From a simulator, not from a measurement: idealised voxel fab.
The document below concerns the process module designated voxel ribs on slabs.
Square cells of 5 nm make up the cross-section cut, whose width is 285 nm.
Reading order for cross-sections: top band down to bottom band. Underlying form: a grid of square cells. Band size: one or more rows of cells.
This entry defines a band. It first specifies the height of the band's top and the height of its bottom in nm, and then specifies the band's materials from left to right, stating each material with its width in nm. The word "edge to edge" identifies a single material that fills the band from edge to edge, while the word "air" identifies empty space.
All heights in this document are referenced to 0, defined as the level beneath which the wafer, as received, consists entirely of one material. The lowest band is not bounded below; it extends indefinitely downward and is written in the form "0 -> down".
A width such as "30 to 40" changes by the same amount from each row of cells to the next, from the band's top row to its bottom row.
When a step is marked "left unchanged", none of the cells in the cross-section changed during that step.
This entry, "Enclosed void listing", enumerates those empty regions of no fewer than 8 cells that possess no open connection to the top. Each region is reported in the form width x height at distance, the distance being taken from the left edge, with all three quantities expressed in nm.
Whatever follows a step's settings on its line is a remark the simulator itself makes about that step.
If you see "overlay nm" on a step's line and that step has a mask, it's telling you how far right of where it was planned the mask ended up; a negative number means it went left instead.

## List of planned process steps
step 1: RECEIVE (material Si)
step 2: DIRECTIONAL_DEP (material SiO2; thk nm 30)
step 3: DIRECTIONAL_DEP (material SiN; thk nm 25)
step 4: DIRECTIONAL_DEP (material aC; thk nm 10)
step 5: PATTERN (tone cover; mask id RIB; material resist; width nm 30; thk nm 25; overlay nm 0)
step 6: DIRECTIONAL_ETCH (etch materials aC; depth nm 10)
step 7: STRIP (etch materials resist)
step 8: DIRECTIONAL_ETCH (etch materials SiN; depth nm 5)
step 9: STRIP (etch materials aC)
step 10: MASKED_ETCH (tone cover; mask id SLAB; width nm 60; etch materials SiN; depth nm 20; overlay nm 0)
step 11: FILL_DEP (material SiO2; thk nm 25)
step 12: CMP (height nm 70)
step 13: DIRECTIONAL_DEP (material TiN; thk nm 10)
step 14: PATTERN (tone cover; mask id HEATER; material resist; width nm 40; thk nm 20; overlay nm 0)
step 15: DIRECTIONAL_ETCH (etch materials TiN; depth nm 5)
step 16: STRIP (etch materials resist)
step 17: CONFORMAL_DEP (material SiN; thk nm 5)
The value of depth nm given for step 15 in the plan refers to the first wafer; the wafers vary in this setting and are alike at the start.

## First of several wafers (as received, post step 1), cross-sectional view
	0 -> down  Si edge to edge
	Enclosed void listing: none

## Wafer rows, end of module: cells per material gained (+) or lost (-) since receipt; closed voids last
depth nm 5 | +113 SiN | +744 SiO2 | +65 TiN | Enclosed void listing: none
depth nm 10 | +115 SiN | +744 SiO2 | +16 TiN | Enclosed void listing: none
depth nm 15 | +115 SiN | +744 SiO2 | +16 TiN | Enclosed void listing: none
depth nm 20 | +115 SiN | +744 SiO2 | +16 TiN | Enclosed void listing: none
depth nm 25 | +115 SiN | +744 SiO2 | +16 TiN | Enclosed void listing: none
